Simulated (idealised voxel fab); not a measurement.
process module | voxel spacer lines
For reference, the cross-section in this document is cut, with width 175 nm and square cells of 5 nm.
Reading order for cross-sections: top band down to bottom band. Underlying form: a grid of square cells. Band size: one or more rows of cells.
First you get the band's top height and its bottom height, in nm, and then the materials it's made of, left to right, with each width in nm. If you see a single material with "edge to edge", that one covers the band edge to edge. "empty" is empty space.
Height reference: 0 = level under which incoming wafer is all one material. Lowest band: no bottom, runs on downward, e.g. "0 nm and below".
A two-number width, for instance "30 to 40", indicates that the width is equal to the first number in the top row of the band and to the second number in the bottom row, and that it changes by a constant amount per row of cells.
The cross-section has no changed cell in any step marked "nothing altered".
Each empty space that has no open way to the top and spans at least 8 cells appears under "Trapped cavities" as width x height at distance, the distance counted from the left edge, all in nm.
If you see something after the settings on a step's line, that's the simulator's own remark about that step.
overlay nm: mask offset rightward from planned place, masked step; negative means leftward offset.

### These are the steps we planned for the process
1 RECEIVE | material Si
2 CONFORMAL_DEP | material Al2O3 | thk nm 5
3 DIRECTIONAL_DEP | material TiN | thk nm 20
4 DIRECTIONAL_DEP | material aC | thk nm 30
5 PATTERN | tone cover | mask id MANDREL | material resist | width nm 20 | pitch nm 60 | thk nm 40 | overlay nm 0
6 DIRECTIONAL_ETCH | etch materials aC | depth nm 30
7 STRIP | etch materials resist
8 CONFORMAL_DEP | material SiO2 | thk nm 10
9 DIRECTIONAL_ETCH | etch materials SiO2 | depth nm 10
10 STRIP | etch materials aC
11 DIRECTIONAL_ETCH | etch materials TiN | depth nm 20
12 STRIP | etch materials SiO2

### Cross-section of the wafer upon arrival, representing the state reached after step 1
	0 nm and below | Si edge to edge
	Trapped cavities: none

### Looking at the first of two wafers in cross-section at end of module - ran to plan
	25 nm to 5 nm | empty (5)  TiN (10)  empty (20)  TiN (10)  empty (20)  TiN (10)  empty (20)  TiN (10)  empty (20)  TiN (10)  empty (20)  TiN (10)  empty (10)
	5 nm to 0 nm | Al2O3 edge to edge
	0 nm and below | Si edge to edge
	Trapped cavities: none

### Here is the second of the two wafers cut open at the end of the module - same start, same plan as the first one, but we made one mistake running it
	20 nm to 0 nm | empty (5)  TiN (10)  empty (20)  TiN (10)  empty (20)  TiN (10)  empty (20)  TiN (10)  empty (20)  TiN (10)  empty (20)  TiN (10)  empty (10)
	0 nm and below | Si edge to edge
	Trapped cavities: none
What was the processing mistake? the run left out plan step 2 entirely, so it was never executed
at the end the second wafer has, in cells: 35 fewer of Al2O3
